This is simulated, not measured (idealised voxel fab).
Process module in this document: voxel capacitor over wiring
Square cell edge 5 nm, section width 270 nm, ID cut.
Cross-section spec: square-cell grid; bands listed top down; each band is one or more rows.
Each band's line starts with the height of the band's top and of its bottom, in nm. Then come its materials from left to right, each with its width in nm. One material with "throughout" fills the band from edge to edge. "blank" is empty space.
Height datum 0, below which the as-received substrate wafer is one material. Lowest band open at the bottom, running downward: "0 -> down".
Width: "30..40" (first number = top row, second number = bottom row, same change from row to row of cells).
Step note "left unchanged" = no cross-section cell changed.
Listed in "Enclosed empty spaces": every empty space of 8 or more cells without an open way to the top. Form: width x height at distance, the distance being from the left edge, all in nm.
Heads up: the bit after the settings on a step's line is the simulator's remark on that step.
"overlay nm" denotes, for a step that has a mask, the displacement of the mask to the right of its planned place, with negative values corresponding to the left.

### So here's the lineup of process steps we planned
1) RECEIVE: material Si
2) CONFORMAL_DEP: material SiO2, thk nm 10
3) DIRECTIONAL_DEP: material TiN, thk nm 5
4) DIRECTIONAL_DEP: material W, thk nm 15
5) MASKED_ETCH: tone cover, mask id METAL_1, width nm 25, pitch nm 95, etch materials W, depth nm 15, overlay nm 0
6) MASKED_ETCH: tone cover, mask id METAL_1, width nm 25, pitch nm 95, etch materials TiN, depth nm 5, overlay nm 0
7) CONFORMAL_DEP: material SiCN, thk nm 5
8) FILL_DEP: material lowk, thk nm 10
9) CMP: height nm 30
10) CONFORMAL_DEP: material SiCN, thk nm 5
11) DIRECTIONAL_DEP: material SiO2, thk nm 10
12) DIRECTIONAL_DEP: material aC, thk nm 15
13) PATTERN: tone open, mask id PLUG_1, material resist, width nm 15, thk nm 30, overlay nm 0
14) DIRECTIONAL_ETCH: etch materials aC, depth nm 15
15) STRIP: etch materials resist
16) DIRECTIONAL_ETCH: etch materials SiO2, depth nm 10
17) DIRECTIONAL_ETCH: etch materials SiCN, depth nm 5
18) STRIP: etch materials aC
19) EPI: material Ru, thk nm 10
20) EPI: material Ru, thk nm 5
21) DIRECTIONAL_DEP: material TiN, thk nm 10
22) DIRECTIONAL_DEP: material HfO2, thk nm 5
23) DIRECTIONAL_DEP: material TiN, thk nm 5
24) MASKED_ETCH: tone cover, mask id UPPER_PLATE, width nm 75, etch materials TiN, depth nm 5, overlay nm 0
25) MASKED_ETCH: tone cover, mask id UPPER_PLATE, width nm 75, etch materials HfO2, depth nm 5, overlay nm 0
26) DIRECTIONAL_DEP: material aC, thk nm 10
27) PATTERN: tone cover, mask id LOWER_PLATE, material resist, width nm 85, thk nm 25, overlay nm 0
28) DIRECTIONAL_ETCH: etch materials aC, depth nm 10
29) STRIP: etch materials resist
30) DIRECTIONAL_ETCH: etch materials TiN, depth nm 10
31) STRIP: etch materials aC
32) FILL_DEP: material SiO2, thk nm 20
33) CMP: height nm 80
34) PATTERN: tone open, mask id PLUG_2, material resist, width nm 15, thk nm 20, overlay nm 0
35) DIRECTIONAL_ETCH: etch materials SiO2, depth nm 15
36) STRIP: etch materials resist
37) CONFORMAL_DEP: material TiN, thk nm 5
38) FILL_DEP: material W, thk nm 10
39) CMP: height nm 80
40) CONFORMAL_DEP: material SiN, thk nm 5

### Incoming wafer, cross-sectional view, post step 1
  0 -> down  Si throughout
  Enclosed empty spaces: none

### Sectioned view, first of two wafers, at the close of the module, processed as intended in the plan
  85 -> 80  SiN throughout
  80 -> 70  95 nm SiO2; 5 nm TiN; 5 nm W; 5 nm TiN; 160 nm SiO2
  70 -> 60  95..85 nm SiO2; 15..75 nm TiN; 160..110 nm SiO2
  60 -> 55  85 nm SiO2; 75 nm HfO2; 110 nm SiO2
  55 -> 45  80 nm SiO2; 85 nm TiN; 105 nm SiO2
  45 -> 35  85 nm SiO2; 15 nm Ru; 170 nm SiO2
  35 -> 30  85 nm SiCN; 15 nm Ru; 170 nm SiCN
  30 -> 15  70 nm lowk; 5 nm SiCN; 25 nm W; 5 nm SiCN; 60 nm lowk; 5 nm SiCN; 25 nm W; 5 nm SiCN; 70 nm lowk
  15 -> 10  75 nm SiCN; 25 nm TiN; 70 nm SiCN; 25 nm TiN; 75 nm SiCN
  10 -> 0  SiO2 throughout
  0 -> down  Si throughout
  Enclosed empty spaces: none

### Second of two wafers, module complete, sectioned: it shares the first wafer's start and plan but was run with one mistake
  85 -> 80  SiN throughout
  80 -> 70  95 nm SiO2; 5 nm TiN; 5 nm W; 5 nm TiN; 160 nm SiO2
  70 -> 65  95 nm SiO2; 15 nm TiN; 160 nm SiO2
  65 -> 60  85 nm SiO2; 75 nm HfO2; 110 nm SiO2
  60 -> 50  80 nm SiO2; 85 nm TiN; 105 nm SiO2
  50 -> 45  TiN throughout
  45 -> 35  85 nm SiO2; 15 nm Ru; 170 nm SiO2
  35 -> 30  85 nm SiCN; 15 nm Ru; 170 nm SiCN
  30 -> 15  70 nm lowk; 5 nm SiCN; 25 nm W; 5 nm SiCN; 60 nm lowk; 5 nm SiCN; 25 nm W; 5 nm SiCN; 70 nm lowk
  15 -> 10  75 nm SiCN; 25 nm TiN; 70 nm SiCN; 25 nm TiN; 75 nm SiCN
  10 -> 0  SiO2 throughout
  0 -> down  Si throughout
  Enclosed empty spaces: none
It is concluded that the wafer was processed incorrectly with respect to the plan, in that contrary to the plan, steps 22 and 23 were processed in exchanged order
The closing comparison, in cells, has the second wafer with more or fewer of some materials than the first: SiO2 -39, TiN +39
